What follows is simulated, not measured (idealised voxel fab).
The following process module bears the name voxel trench capacitor.
Cross-sectional view cut (width: 190 nm; square cell size: 5 nm).
Cross-section = grid of square cells, listed top down in bands; band = one or more rows.
The band entry comprises the height of the band's top followed by the height of its bottom, expressed in nm, and subsequently the band's materials from left to right, each stated together with its width in nm. Where a single material is marked with the word "all across", that material fills the band from edge to edge. The word "empty" represents empty space.
Heights are expressed relative to 0, this being the level below which the as-received wafer comprises one material exclusively. The lowest band is unbounded in the downward direction and is denoted as in "top 0, no bottom".
Read "30->40" as a graded width: first number on top, second number at the bottom, same change between each pair of neighbouring rows.
For the purposes of this document, the phrase "nothing got changed" attached to a step denotes that no cell within the cross-section was modified by that step.
If an empty space has no open way to the top and is at least 8 cells in size, "Closed internal cavities" lists it, written width x height at distance, where distance is measured from the left edge and every value is in nm.
Formally, on a step line, whatever follows the settings is a remark that the simulator itself makes on the step.
The line of a step may include "overlay nm". On a step with a mask, this value is how far to the right of its planned place the mask lay. A negative value means the mask lay to the left.

# Planned step list for the process
| 1 | RECEIVE, material Si |
| 2 | CONFORMAL_DEP, material SiN, thk nm 5 |
| 3 | DIRECTIONAL_DEP, material aC, thk nm 15 |
| 4 | PATTERN, tone open, mask id TRENCH, material resist, width nm 25, pitch nm 40, thk nm 35, overlay nm -15 |
| 5 | DIRECTIONAL_ETCH, etch materials aC, depth nm 15 |
| 6 | STRIP, etch materials resist |
| 7 | DIRECTIONAL_ETCH, etch materials SiN, depth nm 5 |
| 8 | DIRECTIONAL_ETCH, etch materials Si, depth nm 30 |
| 9 | STRIP, etch materials aC |
| 10 | CONFORMAL_DEP, material HfO2, thk nm 5 |
| 11 | CONFORMAL_DEP, material TiN, thk nm 5 |
| 12 | FILL_DEP, material W, thk nm 10 |
| 13 | CMP, height nm 5 |
The plan's step 4 overlay nm is the first wafer's value; the wafers differ in this setting and start identical.

# Cross-section of the first incoming wafer of several, state after step 1
top 0, no bottom: Si all across
Closed internal cavities: none

# The first of several wafers, seen in cross-section after the module's last step, step 13
top 5, bottom 0: 45 nm SiN, then 5 nm HfO2, then 5 nm TiN, then 5 nm W, then 5 nm TiN, then 5 nm HfO2, then 15 nm SiN, then 5 nm HfO2, then 5 nm TiN, then 5 nm W, then 5 nm TiN, then 5 nm HfO2, then 80 nm SiN
top 0, bottom -20: 45 nm Si, then 5 nm HfO2, then 5 nm TiN, then 5 nm W, then 5 nm TiN, then 5 nm HfO2, then 15 nm Si, then 5 nm HfO2, then 5 nm TiN, then 5 nm W, then 5 nm TiN, then 5 nm HfO2, then 80 nm Si
top -20, bottom -25: 45 nm Si, then 5 nm HfO2, then 15 nm TiN, then 5 nm HfO2, then 15 nm Si, then 5 nm HfO2, then 15 nm TiN, then 5 nm HfO2, then 80 nm Si
top -25, bottom -30: 45 nm Si, then 25 nm HfO2, then 15 nm Si, then 25 nm HfO2, then 80 nm Si
top -30, no bottom: Si all across
Closed internal cavities: none

# Cross-section of the last wafer at end of module
top 5, bottom 0: 75 nm SiN, then 5 nm HfO2, then 5 nm TiN, then 5 nm W, then 5 nm TiN, then 5 nm HfO2, then 15 nm SiN, then 5 nm HfO2, then 5 nm TiN, then 5 nm W, then 5 nm TiN, then 5 nm HfO2, then 50 nm SiN
top 0, bottom -20: 75 nm Si, then 5 nm HfO2, then 5 nm TiN, then 5 nm W, then 5 nm TiN, then 5 nm HfO2, then 15 nm Si, then 5 nm HfO2, then 5 nm TiN, then 5 nm W, then 5 nm TiN, then 5 nm HfO2, then 50 nm Si
top -20, bottom -25: 75 nm Si, then 5 nm HfO2, then 15 nm TiN, then 5 nm HfO2, then 15 nm Si, then 5 nm HfO2, then 15 nm TiN, then 5 nm HfO2, then 50 nm Si
top -25, bottom -30: 75 nm Si, then 25 nm HfO2, then 15 nm Si, then 25 nm HfO2, then 50 nm Si
top -30, no bottom: Si all across
Closed internal cavities: none

# wafer rows; end of module; cells per material since receipt: (+) gained, (-) lost; then closed voids
overlay nm -15, +34 HfO2, -60 Si, +28 SiN, +26 TiN, +10 W, Closed internal cavities: none
overlay nm -10, +34 HfO2, -60 Si, +28 SiN, +26 TiN, +10 W, Closed internal cavities: none
overlay nm -5, +34 HfO2, -60 Si, +28 SiN, +26 TiN, +10 W, Closed internal cavities: none
overlay nm 0, +34 HfO2, -60 Si, +28 SiN, +26 TiN, +10 W, Closed internal cavities: none
overlay nm 5, +34 HfO2, -60 Si, +28 SiN, +26 TiN, +10 W, Closed internal cavities: none
overlay nm 10, +34 HfO2, -60 Si, +28 SiN, +26 TiN, +10 W, Closed internal cavities: none
overlay nm 15, +34 HfO2, -60 Si, +28 SiN, +26 TiN, +10 W, Closed internal cavities: none
